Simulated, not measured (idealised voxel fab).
The process module presented herein is designated voxel ribs on slabs.
This is section cut - it's 270 nm across, gridded in 5 nm square cells.
When this document writes out a cross-section, it uses a grid of square cells and lists it as bands, beginning at the top and moving down, with a band standing for one or more rows of cells.
It is stipulated that each band's entry specify, in nanometres, the height of the top of the band and then that of its bottom, followed by the materials of the band in left-to-right sequence, each together with its width in nanometres. A single material marked by the word "throughout" is understood to fill the band from edge to edge; the word "air" is understood to denote empty space.
The level at which height equals 0 is the one under which the wafer, as it arrives, is entirely one material. No lower edge exists for the bottom band, which continues downward and is notated as in "0 down".
Note: "30 to 40" means the width goes from the first number (top row of the band) to the second number (bottom row) in equal steps per row of cells.
Reading "remained unchanged" for a step: not a cell of the cross-section changed in it.
Heads up: "Enclosed internal voids" only lists the empty pockets with no open path to the top that are 8 cells or more, and it writes them as width x height at distance, distance from the left edge, in nm.
Where a step's line continues beyond its settings, the continuation is a remark by the simulator itself on that step.
"overlay nm" on a masked step: distance the mask lay right of its planned place, negative for left.
So the way this works: pairs, before and after one process step. The after picture only goes down to the lowest band that actually changed, nothing below. Step and its settings are under each pair. And watch out, pairs might come from different runs of this module, same starting wafer though, so a pair only follows on from the one above if its "Before processing step" entry tells you so.

Before processing step
  85 to 75  aC throughout
  75 to 55  TiN throughout
  55 to 35  125 nm TiN, then 20 nm polySi, then 125 nm TiN
  35 to 30  100 nm TiN, then 70 nm polySi, then 100 nm TiN
  30 to 0  SiO2 throughout
  0 down  Si throughout
  Enclosed internal voids: none

Sectional View, Post-Process
  115 to 85  120 nm air, then 30 nm resist, then 120 nm air
  Whatever lies below 85 is exactly as it was before.
  Enclosed internal voids: none
As a process note, the step between the before and after cross-sections shown above is PATTERN,tone cover,mask id HEATER,material resist,width nm 30,thk nm 30,overlay nm 0

Before processing step: It is represented by the cross-section appearing after the step of the pair directly above.

Sectional View, Post-Process
  105 to 85  120 nm air, then 30 nm resist, then 120 nm air
  85 to 75  120 nm air, then 30 nm aC, then 120 nm air
  Whatever lies below 75 is exactly as it was before.
  Enclosed internal voids: none
As a process note, the step between the before and after cross-sections shown above is DIRECTIONAL_ETCH,etch materials aC,depth nm 10

Before processing step: It is represented by the cross-section appearing after the step of the pair directly above.

Sectional View, Post-Process
  85 to 75  120 nm air, then 30 nm aC, then 120 nm air
  Whatever lies below 75 is exactly as it was before.
  Enclosed internal voids: none
As a process note, the step between the before and after cross-sections shown above is STRIP,etch materials resist

Before processing step: It is represented by the cross-section appearing after the step of the pair directly above.

Sectional View, Post-Process
  85 to 75  120 nm air, then 30 nm aC, then 120 nm air
  75 to 65  120 nm air, then 30 nm TiN, then 120 nm air
  Whatever lies below 65 is exactly as it was before.
  Enclosed internal voids: none
As a process note, the step between the before and after cross-sections shown above is DIRECTIONAL_ETCH,etch materials TiN,depth nm 10

Before processing step: It is represented by the cross-section appearing after the step of the pair directly above.

Sectional View, Post-Process
  75 to 65  120 nm air, then 30 nm TiN, then 120 nm air
  Whatever lies below 65 is exactly as it was before.
  Enclosed internal voids: none
As a process note, the step between the before and after cross-sections shown above is STRIP,etch materials aC

Before processing step: It is represented by the cross-section appearing after the step of the pair directly above.

Sectional View, Post-Process
  85 to 75  110 nm air, then 50 nm SiO2, then 110 nm air
  75 to 65  120 nm SiO2, then 30 nm TiN, then 120 nm SiO2
  Whatever lies below 65 is exactly as it was before.
  Enclosed internal voids: none
As a process note, the step between the before and after cross-sections shown above is CONFORMAL_DEP,material SiO2,thk nm 10

Before processing step
  55 to 35  125 nm air, then 20 nm polySi, then 125 nm air
  35 to 30  polySi throughout
  30 to 0  SiO2 throughout
  0 down  Si throughout
  Enclosed internal voids: none

Sectional View, Post-Process
  75 to 55  100 nm resist, then 70 nm air, then 100 nm resist
  55 to 35  100 nm resist, then 25 nm air, then 20 nm polySi, then 25 nm air, then 100 nm resist
  Whatever lies below 35 is exactly as it was before.
  Enclosed internal voids: none
As a process note, the step between the before and after cross-sections shown above is PATTERN,tone open,mask id SLAB,material resist,width nm 70,thk nm 20,overlay nm 0

Before processing step: It is represented by the cross-section appearing after the step of the pair directly above.

Sectional View, Post-Process
  75 to 50  100 nm resist, then 70 nm air, then 100 nm resist
  50 to 35  100 nm resist, then 25 nm air, then 20 nm polySi, then 25 nm air, then 100 nm resist
  35 to 30  100 nm polySi, then 25 nm air, then 20 nm polySi, then 25 nm air, then 100 nm polySi
  Whatever lies below 30 is exactly as it was before.
  Enclosed internal voids: none
As a process note, the step between the before and after cross-sections shown above is DIRECTIONAL_ETCH,etch materials polySi,depth nm 5

Before processing step: It is represented by the cross-section appearing after the step of the pair directly above.

Sectional View, Post-Process
  50 to 35  125 nm air, then 20 nm polySi, then 125 nm air
  Whatever lies below 35 is exactly as it was before.
  Enclosed internal voids: none
As a process note, the step between the before and after cross-sections shown above is STRIP,etch materials resist

Before processing step: It is represented by the cross-section appearing after the step of the pair directly above.

Sectional View, Post-Process
  70 to 50  SiO2 throughout
  50 to 35  125 nm SiO2, then 20 nm polySi, then 125 nm SiO2
  35 to 30  100 nm polySi, then 25 nm SiO2, then 20 nm polySi, then 25 nm SiO2, then 100 nm polySi
  Whatever lies below 30 is exactly as it was before.
  Enclosed internal voids: none
As a process note, the step between the before and after cross-sections shown above is FILL_DEP,material SiO2,thk nm 20

Before processing step: It is represented by the cross-section appearing after the step of the pair directly above.

Sectional View, Post-Process
  65 to 50  SiO2 throughout
  Whatever lies below 50 is exactly as it was before.
  Enclosed internal voids: none
As a process note, the step between the before and after cross-sections shown above is CMP,height nm 65

Before processing step: It is represented by the cross-section appearing after the step of the pair directly above.

Sectional View, Post-Process
  75 to 65  TiN throughout
  Whatever lies below 65 is exactly as it was before.
  Enclosed internal voids: none
As a process note, the step between the before and after cross-sections shown above is DIRECTIONAL_DEP,material TiN,thk nm 10

Before processing step: It is represented by the cross-section appearing after the step of the pair directly above.

Sectional View, Post-Process
  85 to 75  aC throughout
  Whatever lies below 75 is exactly as it was before.
  Enclosed internal voids: none
As a process note, the step between the before and after cross-sections shown above is DIRECTIONAL_DEP,material aC,thk nm 10

Before processing step: It is represented by the cross-section appearing after the step of the pair directly above.

Sectional View, Post-Process
  115 to 85  120 nm air, then 30 nm resist, then 120 nm air
  Whatever lies below 85 is exactly as it was before.
  Enclosed internal voids: none
As a process note, the step between the before and after cross-sections shown above is PATTERN,tone cover,mask id HEATER,material resist,width nm 30,thk nm 30,overlay nm 0

Before processing step: It is represented by the cross-section appearing after the step of the pair directly above.

Sectional View, Post-Process
  105 to 85  120 nm air, then 30 nm resist, then 120 nm air
  85 to 75  120 nm air, then 30 nm aC, then 120 nm air
  Whatever lies below 75 is exactly as it was before.
  Enclosed internal voids: none
As a process note, the step between the before and after cross-sections shown above is DIRECTIONAL_ETCH,etch materials aC,depth nm 10

Before processing step: It is represented by the cross-section appearing after the step of the pair directly above.

Sectional View, Post-Process
  85 to 75  120 nm air, then 30 nm aC, then 120 nm air
  Whatever lies below 75 is exactly as it was before.
  Enclosed internal voids: none
As a process note, the step between the before and after cross-sections shown above is STRIP,etch materials resist

Before processing step: It is represented by the cross-section appearing after the step of the pair directly above.

Sectional View, Post-Process
  85 to 75  120 nm air, then 30 nm aC, then 120 nm air
  75 to 65  120 nm air, then 30 nm TiN, then 120 nm air
  Whatever lies below 65 is exactly as it was before.
  Enclosed internal voids: none
As a process note, the step between the before and after cross-sections shown above is DIRECTIONAL_ETCH,etch materials TiN,depth nm 10

Before processing step: It is represented by the cross-section appearing after the step of the pair directly above.

Sectional View, Post-Process
  75 to 65  120 nm air, then 30 nm TiN, then 120 nm air
  Whatever lies below 65 is exactly as it was before.
  Enclosed internal voids: none
As a process note, the step between the before and after cross-sections shown above is STRIP,etch materials aC

Before processing step: It is represented by the cross-section appearing after the step of the pair directly above.

Sectional View, Post-Process
  85 to 75  110 nm air, then 50 nm SiO2, then 110 nm air
  75 to 65  120 nm SiO2, then 30 nm TiN, then 120 nm SiO2
  Whatever lies below 65 is exactly as it was before.
  Enclosed internal voids: none
As a process note, the step between the before and after cross-sections shown above is CONFORMAL_DEP,material SiO2,thk nm 10
